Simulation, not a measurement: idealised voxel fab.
process module | voxel capacitor over wiring
This is section cut - it's 210 nm across, gridded in 5 nm square cells.
Cross-section = grid of square cells, listed top down in bands; band = one or more rows.
Look at the band entry: it leads with the top's height and the bottom's height in nm. Then it lists the materials left to right, with a width in nm for each. The word "all across" on a single material says that material fills the band edge to edge. The word "empty" is empty space.
Note: height 0 marks the level under which the wafer is uniformly one material as received. Lowest band unbounded below, written "0..down".
Read "30 to 40" as a graded width: first number on top, second number at the bottom, same change between each pair of neighbouring rows.
Step note "nothing different" = no cross-section cell changed.
Look at "Enclosed void inventory" for the closed voids: empty spaces with no open path to the top, sized 8 cells or up. Each is width x height at distance, distance from the left edge, all nm.
Anything after a step's settings on that line? It's the simulator's own note about the step.
The "overlay nm" setting may appear on a step's line; for a step that uses a mask, it gives how far to the right of its planned position the mask lay, and a negative value indicates the left.

# Here's what the planned process steps look like
step 1: RECEIVE | material Si
step 2: CONFORMAL_DEP | material SiO2 | thk nm 10
step 3: CONFORMAL_DEP | material SiCN | thk nm 5
step 4: DIRECTIONAL_DEP | material SiO2 | thk nm 15
step 5: PATTERN | tone open | mask id METAL_1 | material resist | width nm 30 | pitch nm 95 | thk nm 20 | overlay nm 0
step 6: DIRECTIONAL_ETCH | etch materials SiO2 | depth nm 15
step 7: DIRECTIONAL_ETCH | etch materials SiCN | depth nm 5
step 8: STRIP | etch materials resist
step 9: CONFORMAL_DEP | material TiN | thk nm 5
step 10: FILL_DEP | material Cu | thk nm 5
step 11: CMP | height nm 30
step 12: CONFORMAL_DEP | material SiCN | thk nm 5
step 13: DIRECTIONAL_DEP | material lowk | thk nm 20
step 14: PATTERN | tone open | mask id PLUG_1 | material resist | width nm 15 | thk nm 15 | overlay nm 0
step 15: DIRECTIONAL_ETCH | etch materials lowk | depth nm 20
step 16: DIRECTIONAL_ETCH | etch materials SiCN | depth nm 5
step 17: STRIP | etch materials resist
step 18: EPI | material Ru | thk nm 10
step 19: EPI | material Ru | thk nm 10
step 20: EPI | material Ru | thk nm 5
step 21: DIRECTIONAL_DEP | material TiN | thk nm 5
step 22: DIRECTIONAL_DEP | material HfO2 | thk nm 5
step 23: DIRECTIONAL_DEP | material TiN | thk nm 5
step 24: MASKED_ETCH | tone cover | mask id UPPER_PLATE | width nm 70 | etch materials TiN | depth nm 5 | overlay nm 0
step 25: MASKED_ETCH | tone cover | mask id UPPER_PLATE | width nm 70 | etch materials HfO2 | depth nm 5 | overlay nm 0
step 26: MASKED_ETCH | tone cover | mask id LOWER_PLATE | width nm 80 | etch materials TiN | depth nm 5 | overlay nm 0
step 27: FILL_DEP | material SiO2 | thk nm 15
step 28: CMP | height nm 80
step 29: DIRECTIONAL_DEP | material aC | thk nm 15
step 30: PATTERN | tone open | mask id PLUG_2 | material resist | width nm 15 | thk nm 30 | overlay nm 0
step 31: DIRECTIONAL_ETCH | etch materials aC | depth nm 15
step 32: STRIP | etch materials resist
step 33: DIRECTIONAL_ETCH | etch materials SiO2 | depth nm 10
step 34: STRIP | etch materials aC
step 35: CONFORMAL_DEP | material TiN | thk nm 5
step 36: FILL_DEP | material W | thk nm 5
step 37: CMP | height nm 80
step 38: CONFORMAL_DEP | material SiN | thk nm 5

# Concerning the first of two wafers, which was run in accordance with the plan

# As-received wafer cross-section (after step 1)
  0..down: Si all across
  Enclosed void inventory: none

# Step 2 done - wafer cross-section
  10..0: SiO2 all across
  Rest of section, below 0: as before.

# Step 3 done - wafer cross-section
  15..10: SiCN all across
  Rest of section, below 10: as before.

# Step 4 done - wafer cross-section
  30..15: SiO2 all across
  Rest of section, below 15: as before.

# Step 5 done - wafer cross-section
  50..30: resist=40 | empty=30 | resist=65 | empty=30 | resist=45
  Rest of section, below 30: as before.

# Step 6 done - wafer cross-section
  50..30: resist=40 | empty=30 | resist=65 | empty=30 | resist=45
  30..15: SiO2=40 | empty=30 | SiO2=65 | empty=30 | SiO2=45
  Rest of section, below 15: as before.

# Step 7 done - wafer cross-section
  50..30: resist=40 | empty=30 | resist=65 | empty=30 | resist=45
  30..15: SiO2=40 | empty=30 | SiO2=65 | empty=30 | SiO2=45
  15..10: SiCN=40 | empty=30 | SiCN=65 | empty=30 | SiCN=45
  Rest of section, below 10: as before.

# Step 8 done - wafer cross-section
  30..15: SiO2=40 | empty=30 | SiO2=65 | empty=30 | SiO2=45
  Rest of section, below 15: as before.

# Step 9 done - wafer cross-section
  35..30: TiN=45 | empty=20 | TiN=75 | empty=20 | TiN=50
  30..15: SiO2=40 | TiN=5 | empty=20 | TiN=5 | SiO2=65 | TiN=5 | empty=20 | TiN=5 | SiO2=45
  15..10: SiCN=40 | TiN=30 | SiCN=65 | TiN=30 | SiCN=45
  Rest of section, below 10: as before.

# Step 10 done - wafer cross-section
  40..35: Cu all across
  35..30: TiN=45 | Cu=20 | TiN=75 | Cu=20 | TiN=50
  30..15: SiO2=40 | TiN=5 | Cu=20 | TiN=5 | SiO2=65 | TiN=5 | Cu=20 | TiN=5 | SiO2=45
  Rest of section, below 15: as before.

# Step 11 done - wafer cross-section
  30..15: SiO2=40 | TiN=5 | Cu=20 | TiN=5 | SiO2=65 | TiN=5 | Cu=20 | TiN=5 | SiO2=45
  Rest of section, below 15: as before.

# Step 12 done - wafer cross-section
  35..30: SiCN all across
  Rest of section, below 30: as before.

# Step 13 done - wafer cross-section
  55..35: lowk all across
  Rest of section, below 35: as before.

# Step 14 done - wafer cross-section
  70..55: resist=55 | empty=15 | resist=140
  Rest of section, below 55: as before.

# Step 15 done - wafer cross-section
  70..55: resist=55 | empty=15 | resist=140
  55..35: lowk=55 | empty=15 | lowk=140
  Rest of section, below 35: as before.

# Step 16 done - wafer cross-section
  70..55: resist=55 | empty=15 | resist=140
  55..35: lowk=55 | empty=15 | lowk=140
  35..30: SiCN=55 | empty=15 | SiCN=140
  Rest of section, below 30: as before.

# Step 17 done - wafer cross-section
  55..35: lowk=55 | empty=15 | lowk=140
  Rest of section, below 35: as before.

# Step 18 done - wafer cross-section
  55..40: lowk=55 | empty=15 | lowk=140
  40..35: lowk=55 | Ru=15 | lowk=140
  35..30: SiCN=55 | Ru=15 | SiCN=140
  Rest of section, below 30: as before.

# Step 19 done - wafer cross-section
  55..50: lowk=55 | empty=15 | lowk=140
  50..35: lowk=55 | Ru=15 | lowk=140
  Rest of section, below 35: as before.

# Step 20 done - wafer cross-section
  55..35: lowk=55 | Ru=15 | lowk=140
  Rest of section, below 35: as before.

# Step 21 done - wafer cross-section
  60..55: TiN all across
  Rest of section, below 55: as before.

# Step 22 done - wafer cross-section
  65..60: HfO2 all across
  Rest of section, below 60: as before.

# Step 23 done - wafer cross-section
  70..65: TiN all across
  Rest of section, below 65: as before.

# Step 24 done - wafer cross-section
  70..65: empty=55 | TiN=70 | empty=85
  Rest of section, below 65: as before.

# Step 25 done - wafer cross-section
  70..65: empty=55 | TiN=70 | empty=85
  65..60: empty=55 | HfO2=70 | empty=85
  Rest of section, below 60: as before.

# Step 26 done - wafer cross-section
  70..65: empty=55 | TiN=70 | empty=85
  65..60: empty=55 | HfO2=70 | empty=85
  60..55: empty=50 | TiN=80 | empty=80
  Rest of section, below 55: as before.

# Step 27 done - wafer cross-section
  85..70: SiO2 all across
  70..65: SiO2=55 | TiN=70 | SiO2=85
  65..60: SiO2=55 | HfO2=70 | SiO2=85
  60..55: SiO2=50 | TiN=80 | SiO2=80
  Rest of section, below 55: as before.

# Step 28 done - wafer cross-section
  80..70: SiO2 all across
  Rest of section, below 70: as before.

# Step 29 done - wafer cross-section
  95..80: aC all across
  Rest of section, below 80: as before.

# Step 30 done - wafer cross-section
  125..95: resist=65 | empty=15 | resist=130
  Rest of section, below 95: as before.

# Step 31 done - wafer cross-section
  110..95: resist=65 | empty=15 | resist=130
  95..80: aC=65 | empty=15 | aC=130
  Rest of section, below 80: as before.

# Step 32 done - wafer cross-section
  95..80: aC=65 | empty=15 | aC=130
  Rest of section, below 80: as before.

# Step 33 done - wafer cross-section
  95..80: aC=65 | empty=15 | aC=130
  80..70: SiO2=65 | empty=15 | SiO2=130
  Rest of section, below 70: as before.

# Step 34 done - wafer cross-section
  80..70: SiO2=65 | empty=15 | SiO2=130
  Rest of section, below 70: as before.

# Step 35 done - wafer cross-section
  85..80: TiN=70 | empty=5 | TiN=135
  80..75: SiO2=65 | TiN=5 | empty=5 | TiN=5 | SiO2=130
  75..65: SiO2=65 to 55 | TiN=15 to 70 | SiO2=130 to 85
  Rest of section, below 65: as before.

# Step 36 done - wafer cross-section
  90..85: W all across
  85..80: TiN=70 | W=5 | TiN=135
  80..75: SiO2=65 | TiN=5 | W=5 | TiN=5 | SiO2=130
  Rest of section, below 75: as before.

# Step 37 done - wafer cross-section
  80..75: SiO2=65 | TiN=5 | W=5 | TiN=5 | SiO2=130
  Rest of section, below 75: as before.

# Step 38 done - wafer cross-section
  85..80: SiN all across
  Rest of section, below 80: as before.

# Second wafer: same start and same plan as the first, one execution error; identical to the first through step 4

# Cross-sectional view of the second wafer at the intended end time of process step 5
  50..30: resist=35 | empty=30 | resist=65 | empty=30 | resist=50
  Rest of section, below 30: as before.

# Cross-sectional view of the second wafer at the intended end time of process step 6
  50..30: resist=35 | empty=30 | resist=65 | empty=30 | resist=50
  30..15: SiO2=35 | empty=30 | SiO2=65 | empty=30 | SiO2=50
  Rest of section, below 15: as before.

# Cross-sectional view of the second wafer at the intended end time of process step 7
  50..30: resist=35 | empty=30 | resist=65 | empty=30 | resist=50
  30..15: SiO2=35 | empty=30 | SiO2=65 | empty=30 | SiO2=50
  15..10: SiCN=35 | empty=30 | SiCN=65 | empty=30 | SiCN=50
  Rest of section, below 10: as before.

# Cross-sectional view of the second wafer at the intended end time of process step 8
  30..15: SiO2=35 | empty=30 | SiO2=65 | empty=30 | SiO2=50
  Rest of section, below 15: as before.

# Cross-sectional view of the second wafer at the intended end time of process step 9
  35..30: TiN=40 | empty=20 | TiN=75 | empty=20 | TiN=55
  30..15: SiO2=35 | TiN=5 | empty=20 | TiN=5 | SiO2=65 | TiN=5 | empty=20 | TiN=5 | SiO2=50
  15..10: SiCN=35 | TiN=30 | SiCN=65 | TiN=30 | SiCN=50
  Rest of section, below 10: as before.

# Cross-sectional view of the second wafer at the intended end time of process step 10
  40..35: Cu all across
  35..30: TiN=40 | Cu=20 | TiN=75 | Cu=20 | TiN=55
  30..15: SiO2=35 | TiN=5 | Cu=20 | TiN=5 | SiO2=65 | TiN=5 | Cu=20 | TiN=5 | SiO2=50
  Rest of section, below 15: as before.

# Cross-sectional view of the second wafer at the intended end time of process step 11
  30..15: SiO2=35 | TiN=5 | Cu=20 | TiN=5 | SiO2=65 | TiN=5 | Cu=20 | TiN=5 | SiO2=50
  Rest of section, below 15: as before.

# Cross-sectional view of the second wafer at the intended end time of process step 12
  35..30: SiCN all across
  Rest of section, below 30: as before.

# Cross-sectional view of the second wafer at the intended end time of process step 13
  55..35: lowk all across
  Rest of section, below 35: as before.

# Cross-sectional view of the second wafer at the intended end time of process step 14
  70..55: resist=55 | empty=15 | resist=140
  Rest of section, below 55: as before.

# Cross-sectional view of the second wafer at the intended end time of process step 15
  70..55: resist=55 | empty=15 | resist=140
  55..35: lowk=55 | empty=15 | lowk=140
  Rest of section, below 35: as before.

# Cross-sectional view of the second wafer at the intended end time of process step 16
  70..55: resist=55 | empty=15 | resist=140
  55..35: lowk=55 | empty=15 | lowk=140
  35..30: SiCN=55 | empty=15 | SiCN=140
  Rest of section, below 30: as before.

# Cross-sectional view of the second wafer at the intended end time of process step 17
  55..35: lowk=55 | empty=15 | lowk=140
  Rest of section, below 35: as before.

# Cross-sectional view of the second wafer at the intended end time of process step 18
  55..40: lowk=55 | empty=15 | lowk=140
  40..35: lowk=55 | Ru=15 | lowk=140
  35..30: SiCN=55 | Ru=15 | SiCN=140
  Rest of section, below 30: as before.

# Cross-sectional view of the second wafer at the intended end time of process step 19
  55..50: lowk=55 | empty=15 | lowk=140
  50..35: lowk=55 | Ru=15 | lowk=140
  Rest of section, below 35: as before.

# Cross-sectional view of the second wafer at the intended end time of process step 20
  55..35: lowk=55 | Ru=15 | lowk=140
  Rest of section, below 35: as before.

# Cross-sectional view of the second wafer at the intended end time of process step 21
  60..55: TiN all across
  Rest of section, below 55: as before.

# Cross-sectional view of the second wafer at the intended end time of process step 22
  65..60: HfO2 all across
  Rest of section, below 60: as before.

# Cross-sectional view of the second wafer at the intended end time of process step 23
  70..65: TiN all across
  Rest of section, below 65: as before.

# Cross-sectional view of the second wafer at the intended end time of process step 24
  70..65: empty=55 | TiN=70 | empty=85
  Rest of section, below 65: as before.

# Cross-sectional view of the second wafer at the intended end time of process step 25
  70..65: empty=55 | TiN=70 | empty=85
  65..60: empty=55 | HfO2=70 | empty=85
  Rest of section, below 60: as before.

# Cross-sectional view of the second wafer at the intended end time of process step 26
  70..65: empty=55 | TiN=70 | empty=85
  65..60: empty=55 | HfO2=70 | empty=85
  60..55: empty=50 | TiN=80 | empty=80
  Rest of section, below 55: as before.

# Cross-sectional view of the second wafer at the intended end time of process step 27
  85..70: SiO2 all across
  70..65: SiO2=55 | TiN=70 | SiO2=85
  65..60: SiO2=55 | HfO2=70 | SiO2=85
  60..55: SiO2=50 | TiN=80 | SiO2=80
  Rest of section, below 55: as before.

# Cross-sectional view of the second wafer at the intended end time of process step 28
  80..70: SiO2 all across
  Rest of section, below 70: as before.

# Cross-sectional view of the second wafer at the intended end time of process step 29
  95..80: aC all across
  Rest of section, below 80: as before.

# Cross-sectional view of the second wafer at the intended end time of process step 30
  125..95: resist=65 | empty=15 | resist=130
  Rest of section, below 95: as before.

# Cross-sectional view of the second wafer at the intended end time of process step 31
  110..95: resist=65 | empty=15 | resist=130
  95..80: aC=65 | empty=15 | aC=130
  Rest of section, below 80: as before.

# Cross-sectional view of the second wafer at the intended end time of process step 32
  95..80: aC=65 | empty=15 | aC=130
  Rest of section, below 80: as before.

# Cross-sectional view of the second wafer at the intended end time of process step 33
  95..80: aC=65 | empty=15 | aC=130
  80..70: SiO2=65 | empty=15 | SiO2=130
  Rest of section, below 70: as before.

# Cross-sectional view of the second wafer at the intended end time of process step 34
  80..70: SiO2=65 | empty=15 | SiO2=130
  Rest of section, below 70: as before.

# Cross-sectional view of the second wafer at the intended end time of process step 35
  85..80: TiN=70 | empty=5 | TiN=135
  80..75: SiO2=65 | TiN=5 | empty=5 | TiN=5 | SiO2=130
  75..65: SiO2=65 to 55 | TiN=15 to 70 | SiO2=130 to 85
  Rest of section, below 65: as before.

# Cross-sectional view of the second wafer at the intended end time of process step 36
  90..85: W all across
  85..80: TiN=70 | W=5 | TiN=135
  80..75: SiO2=65 | TiN=5 | W=5 | TiN=5 | SiO2=130
  Rest of section, below 75: as before.

# Cross-sectional view of the second wafer at the intended end time of process step 37
  80..75: SiO2=65 | TiN=5 | W=5 | TiN=5 | SiO2=130
  Rest of section, below 75: as before.

# Cross-sectional view of the second wafer at the intended end time of process step 38
  85..80: SiN all across
  Rest of section, below 80: as before.
The plan and the run diverged here: step 5 was not run as planned; what actually ran was PATTERN | tone open | mask id METAL_1 | material resist | width nm 30 | pitch nm 95 | thk nm 20 | overlay nm -5
Cell counts per material: same on both final wafers. Positions: different.
